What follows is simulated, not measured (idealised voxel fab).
This section sets out a process module, namely voxel capacitor over wiring.
Section cut is 230 nm wide and gridded with 5 nm square cells.
For the purposes of this document, a cross-section shall be understood as a grid of square cells, specified as bands listed in top-to-bottom order, each band consisting of one or more rows of cells.
Basically the band line says how high the top is and how high the bottom is, in nm, and then what's in it from left to right, every material with its width in nm. Empty space shows up as "blank", and if a single material carries "throughout" it runs the full band edge to edge.
Note: height 0 marks the level under which the wafer is uniformly one material as received. Lowest band unbounded below, written "0 nm and below".
The notation "30->40" denotes a width that varies across the rows of cells in the band, beginning at the first number in the top row, finishing at the second number in the bottom row, and changing by an identical amount from each row to the next.
It should be understood that the words "no change", when stated for a given step, signify that the cross-section underwent no change in any of its cells during that step.
If an empty space has no open way to the top and is at least 8 cells in size, "Non-vented voids" lists it, written width x height at distance, where distance is measured from the left edge and every value is in nm.
Past the settings on a step's line: simulator remark, on that step.
"overlay nm" on a masked step: distance the mask lay right of its planned place, negative for left.

## Listed below are the process steps as planned
1. op RECEIVE | material Si
2. op CONFORMAL_DEP | material SiO2 | thk nm 10
3. op DIRECTIONAL_DEP | material TiN | thk nm 5
4. op DIRECTIONAL_DEP | material W | thk nm 25
5. op DIRECTIONAL_DEP | material aC | thk nm 10
6. op PATTERN | tone cover | mask id METAL_1 | material resist | width nm 30 | pitch nm 85 | thk nm 30 | overlay nm 0
7. op DIRECTIONAL_ETCH | etch materials aC | depth nm 10
8. op STRIP | etch materials resist
9. op DIRECTIONAL_ETCH | etch materials W | depth nm 25
10. op DIRECTIONAL_ETCH | etch materials TiN | depth nm 5
11. op STRIP | etch materials aC
12. op FILL_DEP | material SiO2 | thk nm 5
13. op CMP | height nm 40
14. op CONFORMAL_DEP | material SiCN | thk nm 5
15. op DIRECTIONAL_DEP | material SiO2 | thk nm 20
16. op PATTERN | tone open | mask id PLUG_1 | material resist | width nm 15 | thk nm 20 | overlay nm 0
17. op DIRECTIONAL_ETCH | etch materials SiO2 | depth nm 20
18. op DIRECTIONAL_ETCH | etch materials SiCN | depth nm 5
19. op STRIP | etch materials resist
20. op CONFORMAL_DEP | material TiN | thk nm 5
21. op FILL_DEP | material Ru | thk nm 10
22. op CMP | height nm 65
23. op DIRECTIONAL_DEP | material TiN | thk nm 10
24. op DIRECTIONAL_DEP | material SiN | thk nm 5
25. op DIRECTIONAL_DEP | material TiN | thk nm 10
26. op PATTERN | tone cover | mask id UPPER_PLATE | material resist | width nm 50 | thk nm 20 | overlay nm 0
27. op DIRECTIONAL_ETCH | etch materials TiN | depth nm 10
28. op DIRECTIONAL_ETCH | etch materials SiN | depth nm 5
29. op STRIP | etch materials resist
30. op PATTERN | tone cover | mask id LOWER_PLATE | material resist | width nm 70 | thk nm 15 | overlay nm 0
31. op DIRECTIONAL_ETCH | etch materials TiN | depth nm 10
32. op STRIP | etch materials resist
33. op FILL_DEP | material SiO2 | thk nm 15
34. op CMP | height nm 100
35. op PATTERN | tone open | mask id PLUG_2 | material resist | width nm 15 | thk nm 20 | overlay nm 0
36. op DIRECTIONAL_ETCH | etch materials SiO2 | depth nm 10
37. op STRIP | etch materials resist
38. op CONFORMAL_DEP | material TiN | thk nm 5
39. op FILL_DEP | material W | thk nm 10
40. op CMP | height nm 100
41. op CONFORMAL_DEP | material SiN | thk nm 5
Don't read the plan's width nm for step 26 as applying to every wafer: that's the first wafer's value, and the wafers differ in it, though they all start identical.

## The as-received cross-section of the first of several wafers corresponds to the state after step 1
  0 nm and below | Si throughout
  Non-vented voids: none

## The table below has one row for each wafer; a row shows, as of the end of the module, how many cells of each material the wafer has gained, marked (+), or lost, marked (-), since it was received, and then the wafer's closed voids
width nm 50 | +4 Ru | +43 SiCN | +56 SiN | +726 SiO2 | +76 TiN | +61 W | Non-vented voids: none
width nm 55 | +4 Ru | +43 SiCN | +57 SiN | +723 SiO2 | +78 TiN | +61 W | Non-vented voids: none
width nm 60 | +4 Ru | +43 SiCN | +58 SiN | +720 SiO2 | +80 TiN | +61 W | Non-vented voids: none
width nm 65 | +4 Ru | +43 SiCN | +59 SiN | +717 SiO2 | +82 TiN | +61 W | Non-vented voids: none
width nm 70 | +4 Ru | +43 SiCN | +60 SiN | +714 SiO2 | +84 TiN | +61 W | Non-vented voids: none
width nm 75 | +4 Ru | +43 SiCN | +61 SiN | +711 SiO2 | +86 TiN | +61 W | Non-vented voids: none
